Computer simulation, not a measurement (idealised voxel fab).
process module | voxel gate over fins
Displayed cross-section: cut, width of 235 nm, square cells sized 5 nm.
Square cells in a grid make up a cross-section in this document, and the grid is given as bands, listed from the top down, each one or more rows of cells.
A band entry consists of two parts. The first gives the height of the band's top and the height of its bottom, in nm. The rest lists the band's materials from left to right, each with its width in nm. A single material labelled with the word "throughout" fills the band from edge to edge, and the word "air" marks empty space.
The reference from which all heights are counted is 0, the level beneath which the as-received wafer is entirely one material; the lowest band, having no lower bound, proceeds downward and is written after the example "top 0, no bottom".
Quick explanation for "30 to 40": the width changes in equal steps down the rows of cells, from the first number in the band's top row to the second number in its bottom row.
Step marked "same as before"? Then no cell in the cross-section changed in it.
Under "Voids, fully enclosed" you'll find the enclosed gaps, the ones with no way out to the top, that are 8 cells or bigger; each reads width x height at distance, with distance counted from the left edge, everything in nm.
If you see something after the settings on a step's line, that's the simulator's own remark about that step.
The "overlay nm" setting may appear on a step's line; for a step that uses a mask, it gives how far to the right of its planned position the mask lay, and a negative value indicates the left.

Planned process steps
- 1: op RECEIVE | material Si
- 2: op CONFORMAL_DEP | material SiN | thk nm 10
- 3: op DIRECTIONAL_DEP | material aC | thk nm 10
- 4: op PATTERN | tone cover | mask id FINS | material resist | width nm 15 | pitch nm 50 | thk nm 25 | overlay nm 0
- 5: op DIRECTIONAL_ETCH | etch materials aC | depth nm 10
- 6: op STRIP | etch materials resist
- 7: op DIRECTIONAL_ETCH | etch materials SiN | depth nm 10
- 8: op DIRECTIONAL_ETCH | etch materials Si | depth nm 35
- 9: op STRIP | etch materials aC
- 10: op OXIDIZE | depth nm 5
- 11: op FILL_DEP | material SiO2 | thk nm 10
- 12: op CMP | height nm 10
- 13: op DIRECTIONAL_DEP | material aC | thk nm 10
- 14: op PATTERN | tone open | mask id RAIL | material resist | width nm 15 | thk nm 30 | overlay nm 0
- 15: op DIRECTIONAL_ETCH | etch materials aC | depth nm 10
- 16: op STRIP | etch materials resist
- 17: op DIRECTIONAL_ETCH | etch materials SiO2 | depth nm 40
- 18: op STRIP | etch materials aC
- 19: op CONFORMAL_DEP | material TiN | thk nm 5
- 20: op FILL_DEP | material Ru | thk nm 5
- 21: op CMP | height nm 10
- 22: op SELECTIVE_ETCH | etch materials W Ru TiN | depth nm 35
- 23: op FILL_DEP | material SiO2 | thk nm 5
- 24: op CMP | height nm 10
- 25: op SELECTIVE_ETCH | etch materials SiO2 | depth nm 25
- 26: op STRIP | etch materials SiN
- 27: op CONFORMAL_DEP | material HfO2 | thk nm 5
- 28: op CONFORMAL_DEP | material TiN | thk nm 5
- 29: op CONFORMAL_DEP | material TiAl | thk nm 5
- 30: op CONFORMAL_DEP | material TiN | thk nm 5
- 31: op FILL_DEP | material W | thk nm 10
- 32: op CMP | height nm 25
- 33: op CONFORMAL_DEP | material SiN | thk nm 10

Incoming wafer, cross-sectional view, post step 1
  top 0, no bottom | Si throughout
  Voids, fully enclosed: none

The module was run from the start shown above using the plan shown above, but one mistake was made doing it; the resulting wafer cross-section is below
  top 35, bottom 25 | SiN throughout
  top 25, bottom 20 | W throughout
  top 20, bottom 15 | W 20, TiN 45, W 5, TiN 45, W 5, TiN 45, W 5, TiN 45, W 20
  top 15, bottom 10 | W 20, TiN 5, TiAl 35, TiN 5, W 5, TiN 5, TiAl 35, TiN 5, W 5, TiN 5, TiAl 35, TiN 5, W 5, TiN 5, TiAl 35, TiN 5, W 20
  top 10, bottom 5 | W 20, TiN 5, TiAl 5, TiN 25, TiAl 5, TiN 5, W 5, TiN 5, TiAl 5, TiN 25, TiAl 5, TiN 5, W 5, TiN 5, TiAl 5, TiN 25, TiAl 5, TiN 5, W 5, TiN 5, TiAl 5, TiN 25, TiAl 5, TiN 5, W 20
  top 5, bottom 0 | TiN 25, TiAl 5, TiN 5, HfO2 15, TiN 5, TiAl 5, TiN 15, TiAl 5, TiN 5, HfO2 15, TiN 5, TiAl 5, TiN 15, TiAl 5, TiN 5, HfO2 15, TiN 5, TiAl 5, TiN 15, TiAl 5, TiN 5, HfO2 15, TiN 5, TiAl 5, TiN 25
  top 0, bottom -5 | TiAl 30, TiN 5, HfO2 5, Si 5, HfO2 5, TiN 5, TiAl 25, TiN 5, HfO2 5, Si 5, HfO2 5, TiN 5, TiAl 25, TiN 5, HfO2 5, Si 5, HfO2 5, TiN 5, TiAl 25, TiN 5, HfO2 5, Si 5, HfO2 5, TiN 5, TiAl 30
  top -5, bottom -10 | TiN 35, HfO2 5, Si 5, HfO2 5, TiN 35, HfO2 5, Si 5, HfO2 5, TiN 35, HfO2 5, Si 5, HfO2 5, TiN 35, HfO2 5, Si 5, HfO2 5, TiN 35
  top -10, bottom -15 | HfO2 40, Si 5, HfO2 45, Si 5, HfO2 45, Si 5, HfO2 45, Si 5, HfO2 40
  top -15, bottom -25 | SiO2 40, Si 5, SiO2 45, Si 5, SiO2 45, Si 5, SiO2 45, Si 5, SiO2 40
  top -25, bottom -30 | SiO2 40, Si 5, SiO2 15, TiN 15, SiO2 15, Si 5, SiO2 45, Si 5, SiO2 45, Si 5, SiO2 40
  top -30, bottom -75 | SiO2 40, Si 5, SiO2 45, Si 5, SiO2 45, Si 5, SiO2 45, Si 5, SiO2 40
  top -75, no bottom | Si throughout
  Voids, fully enclosed: none
It is concluded that the wafer was processed incorrectly with respect to the plan, in that plan step 8 was conducted twice
